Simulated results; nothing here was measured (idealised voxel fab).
Process module in this document: voxel released beams
Shown is cross-section cut, with a width of 180 nm and square cells of size 5 nm.
How to read a cross-section here: the picture is a grid of square cells, written as bands going from the top down, and any band can span one or more rows of cells.
Top, bottom (nm), then materials left to right with widths (nm); lone material tagged "throughout" fills the whole band edge to edge; "empty" = empty space.
A quick word on heights: they are counted from 0, and under that level the wafer as it came to us is one material throughout. The lowest band is different from the rest in having no bottom; it simply continues downward, written as in "0 down".
Note: "30->40" means the width goes from the first number (top row of the band) to the second number (bottom row) in equal steps per row of cells.
Given "stayed the same" for a step, no cell of the cross-section differs between before and after that step.
So "closed voids" is basically the list of trapped voids: any empty space of 8 cells or more that can't reach the top through an opening. They're written width x height at distance, the distance being from the left edge, and it's all nm.
Read whatever lies past the settings on a step's line as the simulator's own remark about the step.
overlay nm: on a step with a mask, how far right of its planned place the mask lay; negative means left.

-- List of planned process steps
1,RECEIVE: material Si
2,CONFORMAL_DEP: material Al2O3, thk nm 5
3,DIRECTIONAL_DEP: material SiO2, thk nm 20
4,PATTERN: tone open, mask id ANCHOR, material resist, width nm 40, thk nm 20, overlay nm 0
5,DIRECTIONAL_ETCH: etch materials SiO2, depth nm 20
6,STRIP: etch materials resist
7,CONFORMAL_DEP: material polySi, thk nm 15
8,DIRECTIONAL_DEP: material aC, thk nm 10
9,PATTERN: tone cover, mask id BEAM, material resist, width nm 120, thk nm 25, overlay nm 0
10,DIRECTIONAL_ETCH: etch materials aC, depth nm 10
11,STRIP: etch materials resist
12,DIRECTIONAL_ETCH: etch materials polySi, depth nm 15
13,STRIP: etch materials aC
14,STRIP: etch materials SiO2

-- Cross-section of the incoming wafer, state after step 1
    0 down: Si throughout
    closed voids: none

-- First of two wafers, end-of-module section, run followed plan
    40 to 25: empty 25 nm, polySi 20 nm, empty 10 nm, polySi 90 nm, empty 35 nm
    25 to 20: empty 30 nm, polySi 15 nm, empty 10 nm, polySi 15 nm, empty 110 nm
    20 to 5: empty 30 nm, polySi 40 nm, empty 110 nm
    5 to 0: Al2O3 throughout
    0 down: Si throughout
    closed voids: none

-- Cross-sectional view: second of two wafers, end of module; start and plan identical to the first, one mistake in running
    40 to 25: empty 25 nm, polySi 60 nm, empty 95 nm
    25 to 20: empty 15 nm, polySi 15 nm, SiO2 40 nm, polySi 15 nm, empty 95 nm
    20 to 5: empty 15 nm, polySi 15 nm, SiO2 40 nm, polySi 75 nm, empty 35 nm
    5 to 0: Al2O3 throughout
    0 down: Si throughout
    closed voids: none
what went wrong: step 4 off recipe, ran as PATTERN: tone cover, mask id ANCHOR, material resist, width nm 40, thk nm 20, overlay nm 0
Bottom line after processing is that, in cells, the second wafer is up or down on some materials versus the first: 32 more of SiO2
